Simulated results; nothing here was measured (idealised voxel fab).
The process module presented herein is designated voxel ribs on slabs.
Cross-section cut: width 255 nm, square cells of 5 nm.
A cross-section is a grid of square cells, given in bands from the top down. A band is one or more rows of cells. Quick guide to a band line: top height, bottom height (nm) up front; then every material left to right with its width in nm. Only one material and it's marked "edge to edge"? Then it fills the band edge to edge. And "blank" just means empty space. Basically, 0 is our baseline, since under it the wafer straight out of the box is all one material. The bottom band has no lower end and keeps on going down, so it looks like "0 down". A width such as "30..40" changes by the same amount from each row of cells to the next, from the band's top row to its bottom row. "no alteration" (step): cross-section cells unchanged, all of them. Each empty space that has no open way to the top and spans at least 8 cells appears under "Completely enclosed voids" as width x height at distance, the distance counted from the left edge, all in nm. The remark found on a step's line after its settings is issued by the simulator itself and pertains to that step. If you see "overlay nm" on a step's line and that step has a mask, it's telling you how far right of where it was planned the mask ended up; a negative number means it went left instead.

-- Listed below are the process steps as planned
1: RECEIVE (material Si)
2: DIRECTIONAL_DEP (material SiO2; thk nm 25)
3: DIRECTIONAL_DEP (material polySi; thk nm 25)
4: MASKED_ETCH (tone cover; mask id RIB; width nm 20; etch materials polySi; depth nm 5; overlay nm -15)
5: DIRECTIONAL_DEP (material aC; thk nm 15)
6: PATTERN (tone cover; mask id SLAB; material resist; width nm 70; thk nm 30; overlay nm 0)
7: DIRECTIONAL_ETCH (etch materials aC; depth nm 15)
8: STRIP (etch materials resist)
9: DIRECTIONAL_ETCH (etch materials polySi; depth nm 20)
10: STRIP (etch materials aC)
11: FILL_DEP (material SiO2; thk nm 15)
12: CMP (height nm 60)
13: DIRECTIONAL_DEP (material TiN; thk nm 5)
14: MASKED_ETCH (tone cover; mask id HEATER; width nm 30; etch materials TiN; depth nm 5; overlay nm 0)
15: CONFORMAL_DEP (material SiO2; thk nm 10)
Wafers differ in overlay nm at step 4; plan lists the first wafer's value; identical starting state.

-- This is how the first of several wafers looked in cross-section when it arrived, which is after step 1
* 0 down  Si edge to edge
* Completely enclosed voids: none

-- Rows = wafers. At module end, each row lists per material the cells gained (+) or lost (-) since the wafer was received, then the closed voids
overlay nm -15 | +658 SiO2 | +6 TiN | +60 polySi | Completely enclosed voids: none
overlay nm -10 | +658 SiO2 | +6 TiN | +60 polySi | Completely enclosed voids: none
overlay nm -5 | +658 SiO2 | +6 TiN | +60 polySi | Completely enclosed voids: none
overlay nm 0 | +658 SiO2 | +6 TiN | +60 polySi | Completely enclosed voids: none
overlay nm 5 | +658 SiO2 | +6 TiN | +60 polySi | Completely enclosed voids: none
overlay nm 10 | +658 SiO2 | +6 TiN | +60 polySi | Completely enclosed voids: none
overlay nm 15 | +658 SiO2 | +6 TiN | +60 polySi | Completely enclosed voids: none
